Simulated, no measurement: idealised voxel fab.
Documented hereafter: the process module known as voxel capacitor over wiring.
Square cells of 5 nm make up the cross-section cut, whose width is 200 nm.
In this document a cross-section is written as a grid of square cells. It is given as a series of bands, listed from the top down, and a band is one or more rows of cells.
For a band, the entry starts with two heights in nm, that of the top and then that of the bottom, and carries on with the band's materials in order from left to right, each alongside its width in nm; the word "everywhere" beside a single material means it fills the band edge to edge, and "blank" means empty space.
For the purposes of this specification, 0 denotes the height below which the wafer in its as-received condition is composed wholly of one material, and the lowermost band, lacking a lower limit, extends downward without end, as expressed in "0 and below".
A width given as "30 to 40" starts at the first number in the band's top row and ends at the second number in its bottom row, shifting by an equal amount at every step from row to row.
For the purposes of this document, the phrase "remained the same" attached to a step denotes that no cell within the cross-section was modified by that step.
If an empty space has no open way to the top and is at least 8 cells in size, "Voids lacking openings" lists it, written width x height at distance, where distance is measured from the left edge and every value is in nm.
Heads up: the bit after the settings on a step's line is the simulator's remark on that step.
"overlay nm" denotes, for a step that has a mask, the displacement of the mask to the right of its planned place, with negative values corresponding to the left.
Each pair of cross-sections that follows straddles one process step: the one shows the state before the step, the other the state after it, down to the lowest band that changed and no further. The step in question, and its settings, are given under the pair. Note that a pair is not necessarily a continuation of the pair above it, since pairs can come from different runs of this module on the same starting wafer; it is a continuation only where its entry headed "Pre-step condition" says so.

[Pre-step condition]
  120 down to 105 | aC 60; blank 15; aC 125
  105 down to 90 | SiO2 everywhere
  90 down to 85 | SiO2 50; TiN 75; SiO2 75
  85 down to 80 | SiO2 50; HfO2 75; SiO2 75
  80 down to 70 | SiO2 45; TiN 85; SiO2 70
  70 down to 55 | SiO2 50; TiN 5; W 5; TiN 5; SiO2 135
  55 down to 50 | SiCN 50; TiN 15; SiCN 135
  50 down to 45 | SiO2 everywhere
  45 down to 20 | SiO2 45; W 20; SiO2 70; W 20; SiO2 45
  20 down to 15 | SiO2 45; TiN 20; SiO2 70; TiN 20; SiO2 45
  15 down to 0 | SiO2 everywhere
  0 and below | Si everywhere
  Voids lacking openings: none

[Section, Post-Step]
  120 down to 105 | aC 60; blank 15; aC 125
  105 down to 90 | SiO2 60; blank 15; SiO2 125
  All layers under 90 are left as they were.
  Voids lacking openings: none
As a process note, the step between the before and after cross-sections shown above is DIRECTIONAL_ETCH (etch materials SiO2; depth nm 15)

Pre-step condition: The structure entering this step is exactly what the pair just above shows after its step.

[Section, Post-Step]
  105 down to 90 | SiO2 60; blank 15; SiO2 125
  All layers under 90 are left as they were.
  Voids lacking openings: none
As a process note, the step between the before and after cross-sections shown above is STRIP (etch materials aC)

Pre-step condition: The structure entering this step is exactly what the pair just above shows after its step.

[Section, Post-Step]
  110 down to 105 | TiN 65; blank 5; TiN 130
  105 down to 95 | SiO2 60; TiN 5; blank 5; TiN 5; SiO2 125
  95 down to 85 | SiO2 60 to 50; TiN 15 to 75; SiO2 125 to 75
  All layers under 85 are left as they were.
  Voids lacking openings: none
As a process note, the step between the before and after cross-sections shown above is CONFORMAL_DEP (material TiN; thk nm 5)

Pre-step condition: The structure entering this step is exactly what the pair just above shows after its step.

[Section, Post-Step]
  115 down to 110 | Cu everywhere
  110 down to 105 | TiN 65; Cu 5; TiN 130
  105 down to 95 | SiO2 60; TiN 5; Cu 5; TiN 5; SiO2 125
  All layers under 95 are left as they were.
  Voids lacking openings: none
As a process note, the step between the before and after cross-sections shown above is FILL_DEP (material Cu; thk nm 5)

Pre-step condition: The structure entering this step is exactly what the pair just above shows after its step.

[Section, Post-Step]
  105 down to 95 | SiO2 60; TiN 5; Cu 5; TiN 5; SiO2 125
  All layers under 95 are left as they were.
  Voids lacking openings: none
As a process note, the step between the before and after cross-sections shown above is CMP (height nm 105)

Pre-step condition: The structure entering this step is exactly what the pair just above shows after its step.

[Section, Post-Step]
  110 down to 105 | SiN everywhere
  All layers under 105 are left as they were.
  Voids lacking openings: none
As a process note, the step between the before and after cross-sections shown above is CONFORMAL_DEP (material SiN; thk nm 5)

[Pre-step condition]
  90 down to 85 | blank 50; TiN 75; blank 75
  85 down to 80 | blank 50; HfO2 75; blank 75
  80 down to 70 | TiN everywhere
  70 down to 50 | SiO2 50; TiN 5; W 5; TiN 5; SiO2 135
  50 down to 45 | SiCN 50; TiN 15; SiCN 135
  45 down to 20 | SiO2 45; W 20; SiO2 70; W 20; SiO2 45
  20 down to 15 | SiO2 45; TiN 20; SiO2 70; TiN 20; SiO2 45
  15 down to 0 | SiO2 everywhere
  0 and below | Si everywhere
  Voids lacking openings: none

[Section, Post-Step]
  110 down to 90 | blank 40; resist 95; blank 65
  90 down to 85 | blank 40; resist 10; TiN 75; resist 10; blank 65
  85 down to 80 | blank 40; resist 10; HfO2 75; resist 10; blank 65
  All layers under 80 are left as they were.
  Voids lacking openings: none
As a process note, the step between the before and after cross-sections shown above is PATTERN (tone cover; mask id LOWER_PLATE; material resist; width nm 95; thk nm 20; overlay nm 0)

Pre-step condition: The structure entering this step is exactly what the pair just above shows after its step.

[Section, Post-Step]
  110 down to 90 | blank 40; resist 95; blank 65
  90 down to 85 | blank 40; resist 10; TiN 75; resist 10; blank 65
  85 down to 80 | blank 40; resist 10; HfO2 75; resist 10; blank 65
  80 down to 70 | blank 40; TiN 95; blank 65
  All layers under 70 are left as they were.
  Voids lacking openings: none
As a process note, the step between the before and after cross-sections shown above is DIRECTIONAL_ETCH (etch materials TiN; depth nm 10)

Pre-step condition: The structure entering this step is exactly what the pair just above shows after its step.

[Section, Post-Step]
  90 down to 85 | blank 50; TiN 75; blank 75
  85 down to 80 | blank 50; HfO2 75; blank 75
  All layers under 80 are left as they were.
  Voids lacking openings: none
As a process note, the step between the before and after cross-sections shown above is STRIP (etch materials resist)

Pre-step condition: The structure entering this step is exactly what the pair just above shows after its step.

[Section, Post-Step]
  110 down to 90 | SiO2 everywhere
  90 down to 85 | SiO2 50; TiN 75; SiO2 75
  85 down to 80 | SiO2 50; HfO2 75; SiO2 75
  80 down to 70 | SiO2 40; TiN 95; SiO2 65
  All layers under 70 are left as they were.
  Voids lacking openings: none
As a process note, the step between the before and after cross-sections shown above is FILL_DEP (material SiO2; thk nm 20)

Pre-step condition: The structure entering this step is exactly what the pair just above shows after its step.

[Section, Post-Step]
  105 down to 90 | SiO2 everywhere
  All layers under 90 are left as they were.
  Voids lacking openings: none
As a process note, the step between the before and after cross-sections shown above is CMP (height nm 105)

Pre-step condition: The structure entering this step is exactly what the pair just above shows after its step.

[Section, Post-Step]
  120 down to 105 | aC everywhere
  All layers under 105 are left as they were.
  Voids lacking openings: none
As a process note, the step between the before and after cross-sections shown above is DIRECTIONAL_DEP (material aC; thk nm 15)

Pre-step condition: The structure entering this step is exactly what the pair just above shows after its step.

[Section, Post-Step]
  155 down to 120 | resist 60; blank 15; resist 125
  All layers under 120 are left as they were.
  Voids lacking openings: none
As a process note, the step between the before and after cross-sections shown above is PATTERN (tone open; mask id PLUG_2; material resist; width nm 15; thk nm 35; overlay nm 0)

Pre-step condition: The structure entering this step is exactly what the pair just above shows after its step.

[Section, Post-Step]
  140 down to 120 | resist 60; blank 15; resist 125
  120 down to 105 | aC 60; blank 15; aC 125
  All layers under 105 are left as they were.
  Voids lacking openings: none
As a process note, the step between the before and after cross-sections shown above is DIRECTIONAL_ETCH (etch materials aC; depth nm 15)

Pre-step condition: The structure entering this step is exactly what the pair just above shows after its step.

[Section, Post-Step]
  120 down to 105 | aC 60; blank 15; aC 125
  All layers under 105 are left as they were.
  Voids lacking openings: none
As a process note, the step between the before and after cross-sections shown above is STRIP (etch materials resist)

Pre-step condition: The structure entering this step is exactly what the pair just above shows after its step.

[Section, Post-Step]
  120 down to 105 | aC 60; blank 15; aC 125
  105 down to 90 | SiO2 60; blank 15; SiO2 125
  All layers under 90 are left as they were.
  Voids lacking openings: none
As a process note, the step between the before and after cross-sections shown above is DIRECTIONAL_ETCH (etch materials SiO2; depth nm 15)

Pre-step condition: The structure entering this step is exactly what the pair just above shows after its step.

[Section, Post-Step]
  105 down to 90 | SiO2 60; blank 15; SiO2 125
  All layers under 90 are left as they were.
  Voids lacking openings: none
As a process note, the step between the before and after cross-sections shown above is STRIP (etch materials aC)

Pre-step condition: The structure entering this step is exactly what the pair just above shows after its step.

[Section, Post-Step]
  110 down to 105 | TiN 65; blank 5; TiN 130
  105 down to 95 | SiO2 60; TiN 5; blank 5; TiN 5; SiO2 125
  95 down to 85 | SiO2 60 to 50; TiN 15 to 75; SiO2 125 to 75
  All layers under 85 are left as they were.
  Voids lacking openings: none
As a process note, the step between the before and after cross-sections shown above is CONFORMAL_DEP (material TiN; thk nm 5)

Pre-step condition: The structure entering this step is exactly what the pair just above shows after its step.

[Section, Post-Step]
  115 down to 110 | Cu everywhere
  110 down to 105 | TiN 65; Cu 5; TiN 130
  105 down to 95 | SiO2 60; TiN 5; Cu 5; TiN 5; SiO2 125
  All layers under 95 are left as they were.
  Voids lacking openings: none
As a process note, the step between the before and after cross-sections shown above is FILL_DEP (material Cu; thk nm 5)

Pre-step condition: The structure entering this step is exactly what the pair just above shows after its step.

[Section, Post-Step]
  105 down to 95 | SiO2 60; TiN 5; Cu 5; TiN 5; SiO2 125
  All layers under 95 are left as they were.
  Voids lacking openings: none
As a process note, the step between the before and after cross-sections shown above is CMP (height nm 105)

Pre-step condition: The structure entering this step is exactly what the pair just above shows after its step.

[Section, Post-Step]
  110 down to 105 | SiN everywhere
  All layers under 105 are left as they were.
  Voids lacking openings: none
As a process note, the step between the before and after cross-sections shown above is CONFORMAL_DEP (material SiN; thk nm 5)

[Pre-step condition]
  45 down to 20 | W everywhere
  20 down to 15 | TiN everywhere
  15 down to 0 | SiO2 everywhere
  0 and below | Si everywhere
  Voids lacking openings: none

[Section, Post-Step]
  45 down to 20 | blank 55; W 20; blank 70; W 20; blank 35
  All layers under 20 are left as they were.
  Voids lacking openings: none
As a process note, the step between the before and after cross-sections shown above is MASKED_ETCH (tone cover; mask id METAL_1; width nm 20; pitch nm 90; etch materials W; depth nm 25; overlay nm 10)

Pre-step condition: The structure entering this step is exactly what the pair just above shows after its step.

[Section, Post-Step]
  45 down to 20 | blank 55; W 20; blank 70; W 20; blank 35
  20 down to 15 | blank 45; TiN 30; blank 60; TiN 30; blank 35
  All layers under 15 are left as they were.
  Voids lacking openings: none
As a process note, the step between the before and after cross-sections shown above is MASKED_ETCH (tone cover; mask id METAL_1; width nm 20; pitch nm 90; etch materials TiN; depth nm 5; overlay nm 0)

Pre-step condition: The structure entering this step is exactly what the pair just above shows after its step.

[Section, Post-Step]
  55 down to 45 | SiO2 everywhere
  45 down to 20 | SiO2 55; W 20; SiO2 70; W 20; SiO2 35
  20 down to 15 | SiO2 45; TiN 30; SiO2 60; TiN 30; SiO2 35
  All layers under 15 are left as they were.
  Voids lacking openings: none
As a process note, the step between the before and after cross-sections shown above is FILL_DEP (material SiO2; thk nm 10)

Pre-step condition: The structure entering this step is exactly what the pair just above shows after its step.

[Section, Post-Step]
  45 down to 20 | SiO2 55; W 20; SiO2 70; W 20; SiO2 35
  All layers under 20 are left as they were.
  Voids lacking openings: none
As a process note, the step between the before and after cross-sections shown above is CMP (height nm 45)

Pre-step condition: The structure entering this step is exactly what the pair just above shows after its step.

[Section, Post-Step]
  50 down to 45 | SiCN everywhere
  All layers under 45 are left as they were.
  Voids lacking openings: none
As a process note, the step between the before and after cross-sections shown above is CONFORMAL_DEP (material SiCN; thk nm 5)

Pre-step condition: The structure entering this step is exactly what the pair just above shows after its step.

[Section, Post-Step]
  70 down to 50 | SiO2 everywhere
  All layers under 50 are left as they were.
  Voids lacking openings: none
As a process note, the step between the before and after cross-sections shown above is DIRECTIONAL_DEP (material SiO2; thk nm 20)

Pre-step condition: The structure entering this step is exactly what the pair just above shows after its step.

[Section, Post-Step]
  80 down to 70 | aC everywhere
  All layers under 70 are left as they were.
  Voids lacking openings: none
As a process note, the step between the before and after cross-sections shown above is DIRECTIONAL_DEP (material aC; thk nm 10)

Pre-step condition: The structure entering this step is exactly what the pair just above shows after its step.

[Section, Post-Step]
  105 down to 80 | resist 50; blank 15; resist 135
  All layers under 80 are left as they were.
  Voids lacking openings: none
As a process note, the step between the before and after cross-sections shown above is PATTERN (tone open; mask id PLUG_1; material resist; width nm 15; thk nm 25; overlay nm 0)

Pre-step condition: The structure entering this step is exactly what the pair just above shows after its step.

[Section, Post-Step]
  95 down to 80 | resist 50; blank 15; resist 135
  80 down to 70 | aC 50; blank 15; aC 135
  All layers under 70 are left as they were.
  Voids lacking openings: none
As a process note, the step between the before and after cross-sections shown above is DIRECTIONAL_ETCH (etch materials aC; depth nm 10)

Pre-step condition: The structure entering this step is exactly what the pair just above shows after its step.

[Section, Post-Step]
  80 down to 70 | aC 50; blank 15; aC 135
  All layers under 70 are left as they were.
  Voids lacking openings: none
As a process note, the step between the before and after cross-sections shown above is STRIP (etch materials resist)

Pre-step condition: The structure entering this step is exactly what the pair just above shows after its step.

[Section, Post-Step]
  80 down to 70 | aC 50; blank 15; aC 135
  70 down to 50 | SiO2 50; blank 15; SiO2 135
  All layers under 50 are left as they were.
  Voids lacking openings: none
As a process note, the step between the before and after cross-sections shown above is DIRECTIONAL_ETCH (etch materials SiO2; depth nm 20)

Pre-step condition: The structure entering this step is exactly what the pair just above shows after its step.

[Section, Post-Step]
  80 down to 70 | aC 50; blank 15; aC 135
  70 down to 50 | SiO2 50; blank 15; SiO2 135
  50 down to 45 | SiCN 50; blank 15; SiCN 135
  All layers under 45 are left as they were.
  Voids lacking openings: none
As a process note, the step between the before and after cross-sections shown above is DIRECTIONAL_ETCH (etch materials SiCN; depth nm 5)

Pre-step condition: The structure entering this step is exactly what the pair just above shows after its step.

[Section, Post-Step]
  70 down to 50 | SiO2 50; blank 15; SiO2 135
  All layers under 50 are left as they were.
  Voids lacking openings: none
As a process note, the step between the before and after cross-sections shown above is STRIP (etch materials aC)

Pre-step condition: The structure entering this step is exactly what the pair just above shows after its step.

[Section, Post-Step]
  75 down to 70 | TiN 55; blank 5; TiN 140
  70 down to 50 | SiO2 50; TiN 5; blank 5; TiN 5; SiO2 135
  50 down to 45 | SiCN 50; TiN 15; SiCN 135
  All layers under 45 are left as they were.
  Voids lacking openings: none
As a process note, the step between the before and after cross-sections shown above is CONFORMAL_DEP (material TiN; thk nm 5)

Pre-step condition: The structure entering this step is exactly what the pair just above shows after its step.

[Section, Post-Step]
  80 down to 75 | W everywhere
  75 down to 70 | TiN 55; W 5; TiN 140
  70 down to 50 | SiO2 50; TiN 5; W 5; TiN 5; SiO2 135
  All layers under 50 are left as they were.
  Voids lacking openings: none
As a process note, the step between the before and after cross-sections shown above is FILL_DEP (material W; thk nm 5)

Pre-step condition: The structure entering this step is exactly what the pair just above shows after its step.

[Section, Post-Step]
  70 down to 50 | SiO2 50; TiN 5; W 5; TiN 5; SiO2 135
  All layers under 50 are left as they were.
  Voids lacking openings: none
As a process note, the step between the before and after cross-sections shown above is CMP (height nm 70)

Pre-step condition: The structure entering this step is exactly what the pair just above shows after its step.

[Section, Post-Step]
  80 down to 70 | TiN everywhere
  All layers under 70 are left as they were.
  Voids lacking openings: none
As a process note, the step between the before and after cross-sections shown above is DIRECTIONAL_DEP (material TiN; thk nm 10)

Pre-step condition: The structure entering this step is exactly what the pair just above shows after its step.

[Section, Post-Step]
  85 down to 80 | HfO2 everywhere
  All layers under 80 are left as they were.
  Voids lacking openings: none
As a process note, the step between the before and after cross-sections shown above is DIRECTIONAL_DEP (material HfO2; thk nm 5)

Pre-step condition: The structure entering this step is exactly what the pair just above shows after its step.

[Section, Post-Step]
  90 down to 85 | TiN everywhere
  All layers under 85 are left as they were.
  Voids lacking openings: none
As a process note, the step between the before and after cross-sections shown above is DIRECTIONAL_DEP (material TiN; thk nm 5)

Pre-step condition: The structure entering this step is exactly what the pair just above shows after its step.

[Section, Post-Step]
  105 down to 90 | aC everywhere
  All layers under 90 are left as they were.
  Voids lacking openings: none
As a process note, the step between the before and after cross-sections shown above is DIRECTIONAL_DEP (material aC; thk nm 15)

Pre-step condition: The structure entering this step is exactly what the pair just above shows after its step.

[Section, Post-Step]
  135 down to 105 | blank 50; resist 75; blank 75
  All layers under 105 are left as they were.
  Voids lacking openings: none
As a process note, the step between the before and after cross-sections shown above is PATTERN (tone cover; mask id UPPER_PLATE; material resist; width nm 75; thk nm 30; overlay nm 0)

Pre-step condition: The structure entering this step is exactly what the pair just above shows after its step.

[Section, Post-Step]
  120 down to 105 | blank 50; resist 75; blank 75
  105 down to 90 | blank 50; aC 75; blank 75
  All layers under 90 are left as they were.
  Voids lacking openings: none
As a process note, the step between the before and after cross-sections shown above is DIRECTIONAL_ETCH (etch materials aC; depth nm 15)

Pre-step condition: The structure entering this step is exactly what the pair just above shows after its step.

[Section, Post-Step]
  105 down to 90 | blank 50; aC 75; blank 75
  All layers under 90 are left as they were.
  Voids lacking openings: none
As a process note, the step between the before and after cross-sections shown above is STRIP (etch materials resist)

Pre-step condition: The structure entering this step is exactly what the pair just above shows after its step.

[Section, Post-Step]
  105 down to 90 | blank 50; aC 75; blank 75
  90 down to 85 | blank 50; TiN 75; blank 75
  All layers under 85 are left as they were.
  Voids lacking openings: none
As a process note, the step between the before and after cross-sections shown above is DIRECTIONAL_ETCH (etch materials TiN; depth nm 5)

Pre-step condition: The structure entering this step is exactly what the pair just above shows after its step.

[Section, Post-Step]
  105 down to 90 | blank 50; aC 75; blank 75
  90 down to 85 | blank 50; TiN 75; blank 75
  85 down to 80 | blank 50; HfO2 75; blank 75
  All layers under 80 are left as they were.
  Voids lacking openings: none
As a process note, the step between the before and after cross-sections shown above is DIRECTIONAL_ETCH (etch materials HfO2; depth nm 5)

Pre-step condition: The structure entering this step is exactly what the pair just above shows after its step.

[Section, Post-Step]
  90 down to 85 | blank 50; TiN 75; blank 75
  All layers under 85 are left as they were.
  Voids lacking openings: none
As a process note, the step between the before and after cross-sections shown above is STRIP (etch materials aC)

Pre-step condition: The structure entering this step is exactly what the pair just above shows after its step.

[Section, Post-Step]
  110 down to 90 | blank 45; resist 85; blank 70
  90 down to 85 | blank 45; resist 5; TiN 75; resist 5; blank 70
  85 down to 80 | blank 45; resist 5; HfO2 75; resist 5; blank 70
  All layers under 80 are left as they were.
  Voids lacking openings: none
As a process note, the step between the before and after cross-sections shown above is PATTERN (tone cover; mask id LOWER_PLATE; material resist; width nm 85; thk nm 20; overlay nm 0)

Pre-step condition: The structure entering this step is exactly what the pair just above shows after its step.

[Section, Post-Step]
  110 down to 90 | blank 45; resist 85; blank 70
  90 down to 85 | blank 45; resist 5; TiN 75; resist 5; blank 70
  85 down to 80 | blank 45; resist 5; HfO2 75; resist 5; blank 70
  80 down to 70 | blank 45; TiN 85; blank 70
  All layers under 70 are left as they were.
  Voids lacking openings: none
As a process note, the step between the before and after cross-sections shown above is DIRECTIONAL_ETCH (etch materials TiN; depth nm 10)

Pre-step condition: The structure entering this step is exactly what the pair just above shows after its step.

[Section, Post-Step]
  90 down to 85 | blank 50; TiN 75; blank 75
  85 down to 80 | blank 50; HfO2 75; blank 75
  All layers under 80 are left as they were.
  Voids lacking openings: none
As a process note, the step between the before and after cross-sections shown above is STRIP (etch materials resist)

Pre-step condition: The structure entering this step is exactly what the pair just above shows after its step.

[Section, Post-Step]
  110 down to 90 | SiO2 everywhere
  90 down to 85 | SiO2 50; TiN 75; SiO2 75
  85 down to 80 | SiO2 50; HfO2 75; SiO2 75
  80 down to 70 | SiO2 45; TiN 85; SiO2 70
  All layers under 70 are left as they were.
  Voids lacking openings: none
As a process note, the step between the before and after cross-sections shown above is FILL_DEP (material SiO2; thk nm 20)

Pre-step condition: The structure entering this step is exactly what the pair just above shows after its step.

[Section, Post-Step]
  105 down to 90 | SiO2 everywhere
  All layers under 90 are left as they were.
  Voids lacking openings: none
As a process note, the step between the before and after cross-sections shown above is CMP (height nm 105)

Pre-step condition: The structure entering this step is exactly what the pair just above shows after its step.

[Section, Post-Step]
  120 down to 105 | aC everywhere
  All layers under 105 are left as they were.
  Voids lacking openings: none
As a process note, the step between the before and after cross-sections shown above is DIRECTIONAL_DEP (material aC; thk nm 15)

Pre-step condition: The structure entering this step is exactly what the pair just above shows after its step.

[Section, Post-Step]
  155 down to 120 | resist 60; blank 15; resist 125
  All layers under 120 are left as they were.
  Voids lacking openings: none
As a process note, the step between the before and after cross-sections shown above is PATTERN (tone open; mask id PLUG_2; material resist; width nm 15; thk nm 35; overlay nm 0)

Pre-step condition: The structure entering this step is exactly what the pair just above shows after its step.

[Section, Post-Step]
  140 down to 120 | resist 60; blank 15; resist 125
  120 down to 105 | aC 60; blank 15; aC 125
  All layers under 105 are left as they were.
  Voids lacking openings: none
As a process note, the step between the before and after cross-sections shown above is DIRECTIONAL_ETCH (etch materials aC; depth nm 15)

Pre-step condition: The structure entering this step is exactly what the pair just above shows after its step.

[Section, Post-Step]
  120 down to 105 | aC 60; blank 15; aC 125
  All layers under 105 are left as they were.
  Voids lacking openings: none
As a process note, the step between the before and after cross-sections shown above is STRIP (etch materials resist)

Pre-step condition: The structure entering this step is exactly what the pair just above shows after its step.

[Section, Post-Step]
  120 down to 105 | aC 60; blank 15; aC 125
  105 down to 90 | SiO2 60; blank 15; SiO2 125
  All layers under 90 are left as they were.
  Voids lacking openings: none
As a process note, the step between the before and after cross-sections shown above is DIRECTIONAL_ETCH (etch materials SiO2; depth nm 15)

Pre-step condition: The structure entering this step is exactly what the pair just above shows after its step.

[Section, Post-Step]
  105 down to 90 | SiO2 60; blank 15; SiO2 125
  All layers under 90 are left as they were.
  Voids lacking openings: none
As a process note, the step between the before and after cross-sections shown above is STRIP (etch materials aC)

Pre-step condition: The structure entering this step is exactly what the pair just above shows after its step.

[Section, Post-Step]
  110 down to 105 | TiN 65; blank 5; TiN 130
  105 down to 95 | SiO2 60; TiN 5; blank 5; TiN 5; SiO2 125
  95 down to 85 | SiO2 60 to 50; TiN 15 to 75; SiO2 125 to 75
  All layers under 85 are left as they were.
  Voids lacking openings: none
As a process note, the step between the before and after cross-sections shown above is CONFORMAL_DEP (material TiN; thk nm 5)

Pre-step condition: The structure entering this step is exactly what the pair just above shows after its step.

[Section, Post-Step]
  115 down to 110 | Cu everywhere
  110 down to 105 | TiN 65; Cu 5; TiN 130
  105 down to 95 | SiO2 60; TiN 5; Cu 5; TiN 5; SiO2 125
  All layers under 95 are left as they were.
  Voids lacking openings: none
As a process note, the step between the before and after cross-sections shown above is FILL_DEP (material Cu; thk nm 5)

Pre-step condition: The structure entering this step is exactly what the pair just above shows after its step.

[Section, Post-Step]
  105 down to 95 | SiO2 60; TiN 5; Cu 5; TiN 5; SiO2 125
  All layers under 95 are left as they were.
  Voids lacking openings: none
As a process note, the step between the before and after cross-sections shown above is CMP (height nm 105)

Pre-step condition: The structure entering this step is exactly what the pair just above shows after its step.

[Section, Post-Step]
  110 down to 105 | SiN everywhere
  All layers under 105 are left as they were.
  Voids lacking openings: none
As a process note, the step between the before and after cross-sections shown above is CONFORMAL_DEP (material SiN; thk nm 5)

[Pre-step condition]
  110 down to 105 | TiN 65; blank 5; TiN 130
  105 down to 95 | SiO2 60; TiN 5; blank 5; TiN 5; SiO2 125
  95 down to 85 | SiO2 60 to 50; TiN 15 to 75; SiO2 125 to 75
  85 down to 80 | SiO2 50; HfO2 75; SiO2 75
  80 down to 70 | SiO2 45; TiN 85; SiO2 70
  70 down to 50 | SiO2 50; TiN 5; W 5; TiN 5; SiO2 135
  50 down to 45 | SiCN 50; TiN 15; SiCN 135
  45 down to 20 | SiO2 45; W 20; SiO2 70; W 20; SiO2 45
  20 down to 15 | SiO2 45; TiN 20; SiO2 70; TiN 20; SiO2 45
  15 down to 0 | SiO2 everywhere
  0 and below | Si everywhere
  Voids lacking openings: none

[Section, Post-Step]
  115 down to 110 | SiN everywhere
  110 down to 105 | TiN 65; SiN 5; TiN 130
  105 down to 95 | SiO2 60; TiN 5; SiN 5; TiN 5; SiO2 125
  All layers under 95 are left as they were.
  Voids lacking openings: none
As a process note, the step between the before and after cross-sections shown above is FILL_DEP (material SiN; thk nm 5)

Pre-step condition: The structure entering this step is exactly what the pair just above shows after its step.

[Section, Post-Step]
  105 down to 95 | SiO2 60; TiN 5; SiN 5; TiN 5; SiO2 125
  All layers under 95 are left as they were.
  Voids lacking openings: none
As a process note, the step between the before and after cross-sections shown above is CMP (height nm 105)

Pre-step condition: The structure entering this step is exactly what the pair just above shows after its step.

[Section, Post-Step]
  110 down to 105 | SiN everywhere
  All layers under 105 are left as they were.
  Voids lacking openings: none
As a process note, the step between the before and after cross-sections shown above is CONFORMAL_DEP (material SiN; thk nm 5)

[Pre-step condition]
  105 down to 90 | aC everywhere
  90 down to 85 | TiN everywhere
  85 down to 80 | HfO2 everywhere
  80 down to 70 | TiN everywhere
  70 down to 50 | SiO2 50; TiN 5; W 5; TiN 5; SiO2 135
  50 down to 45 | SiCN 50; TiN 15; SiCN 135
  45 down to 20 | SiO2 45; W 20; SiO2 70; W 20; SiO2 45
  20 down to 15 | SiO2 45; TiN 20; SiO2 70; TiN 20; SiO2 45
  15 down to 0 | SiO2 everywhere
  0 and below | Si everywhere
  Voids lacking openings: none

[Section, Post-Step]
  135 down to 105 | resist 50; blank 75; resist 75
  All layers under 105 are left as they were.
  Voids lacking openings: none
As a process note, the step between the before and after cross-sections shown above is PATTERN (tone open; mask id UPPER_PLATE; material resist; width nm 75; thk nm 30; overlay nm 0)

Pre-step condition: The structure entering this step is exactly what the pair just above shows after its step.

[Section, Post-Step]
  120 down to 105 | resist 50; blank 75; resist 75
  105 down to 90 | aC 50; blank 75; aC 75
  All layers under 90 are left as they were.
  Voids lacking openings: none
As a process note, the step between the before and after cross-sections shown above is DIRECTIONAL_ETCH (etch materials aC; depth nm 15)

Pre-step condition: The structure entering this step is exactly what the pair just above shows after its step.

[Section, Post-Step]
  105 down to 90 | aC 50; blank 75; aC 75
  All layers under 90 are left as they were.
  Voids lacking openings: none
As a process note, the step between the before and after cross-sections shown above is STRIP (etch materials resist)

Pre-step condition: The structure entering this step is exactly what the pair just above shows after its step.

[Section, Post-Step]
  105 down to 90 | aC 50; blank 75; aC 75
  90 down to 85 | TiN 50; blank 75; TiN 75
  All layers under 85 are left as they were.
  Voids lacking openings: none
As a process note, the step between the before and after cross-sections shown above is DIRECTIONAL_ETCH (etch materials TiN; depth nm 5)

Pre-step condition: The structure entering this step is exactly what the pair just above shows after its step.

[Section, Post-Step]
  105 down to 90 | aC 50; blank 75; aC 75
  90 down to 85 | TiN 50; blank 75; TiN 75
  85 down to 80 | HfO2 50; blank 75; HfO2 75
  All layers under 80 are left as they were.
  Voids lacking openings: none
As a process note, the step between the before and after cross-sections shown above is DIRECTIONAL_ETCH (etch materials HfO2; depth nm 5)

Pre-step condition: The structure entering this step is exactly what the pair just above shows after its step.

[Section, Post-Step]
  90 down to 85 | TiN 50; blank 75; TiN 75
  All layers under 85 are left as they were.
  Voids lacking openings: none
As a process note, the step between the before and after cross-sections shown above is STRIP (etch materials aC)

Pre-step condition: The structure entering this step is exactly what the pair just above shows after its step.

[Section, Post-Step]
  110 down to 90 | blank 45; resist 85; blank 70
  90 down to 85 | TiN 50; resist 75; TiN 75
  85 down to 80 | HfO2 50; resist 75; HfO2 75
  All layers under 80 are left as they were.
  Voids lacking openings: none
As a process note, the step between the before and after cross-sections shown above is PATTERN (tone cover; mask id LOWER_PLATE; material resist; width nm 85; thk nm 20; overlay nm 0)

Pre-step condition: The structure entering this step is exactly what the pair just above shows after its step.

[Section, Post-Step]
  110 down to 90 | blank 45; resist 85; blank 70
  90 down to 85 | blank 45; TiN 5; resist 75; TiN 5; blank 70
  All layers under 85 are left as they were.
  Voids lacking openings: none
As a process note, the step between the before and after cross-sections shown above is DIRECTIONAL_ETCH (etch materials TiN; depth nm 10)

Pre-step condition: The structure entering this step is exactly what the pair just above shows after its step.

[Section, Post-Step]
  90 down to 85 | blank 45; TiN 5; blank 75; TiN 5; blank 70
  85 down to 80 | HfO2 50; blank 75; HfO2 75
  All layers under 80 are left as they were.
  Voids lacking openings: none
As a process note, the step between the before and after cross-sections shown above is STRIP (etch materials resist)

Pre-step condition: The structure entering this step is exactly what the pair just above shows after its step.

[Section, Post-Step]
  110 down to 90 | SiO2 everywhere
  90 down to 85 | SiO2 45; TiN 5; SiO2 75; TiN 5; SiO2 70
  85 down to 80 | HfO2 50; SiO2 75; HfO2 75
  All layers under 80 are left as they were.
  Voids lacking openings: none
As a process note, the step between the before and after cross-sections shown above is FILL_DEP (material SiO2; thk nm 20)

Pre-step condition: The structure entering this step is exactly what the pair just above shows after its step.

[Section, Post-Step]
  105 down to 90 | SiO2 everywhere
  All layers under 90 are left as they were.
  Voids lacking openings: none
As a process note, the step between the before and after cross-sections shown above is CMP (height nm 105)

Pre-step condition: The structure entering this step is exactly what the pair just above shows after its step.

[Section, Post-Step]
  120 down to 105 | aC everywhere
  All layers under 105 are left as they were.
  Voids lacking openings: none
As a process note, the step between the before and after cross-sections shown above is DIRECTIONAL_DEP (material aC; thk nm 15)

Pre-step condition: The structure entering this step is exactly what the pair just above shows after its step.

[Section, Post-Step]
  155 down to 120 | resist 60; blank 15; resist 125
  All layers under 120 are left as they were.
  Voids lacking openings: none
As a process note, the step between the before and after cross-sections shown above is PATTERN (tone open; mask id PLUG_2; material resist; width nm 15; thk nm 35; overlay nm 0)

Pre-step condition: The structure entering this step is exactly what the pair just above shows after its step.

[Section, Post-Step]
  140 down to 120 | resist 60; blank 15; resist 125
  120 down to 105 | aC 60; blank 15; aC 125
  All layers under 105 are left as they were.
  Voids lacking openings: none
As a process note, the step between the before and after cross-sections shown above is DIRECTIONAL_ETCH (etch materials aC; depth nm 15)

Pre-step condition: The structure entering this step is exactly what the pair just above shows after its step.

[Section, Post-Step]
  120 down to 105 | aC 60; blank 15; aC 125
  All layers under 105 are left as they were.
  Voids lacking openings: none
As a process note, the step between the before and after cross-sections shown above is STRIP (etch materials resist)
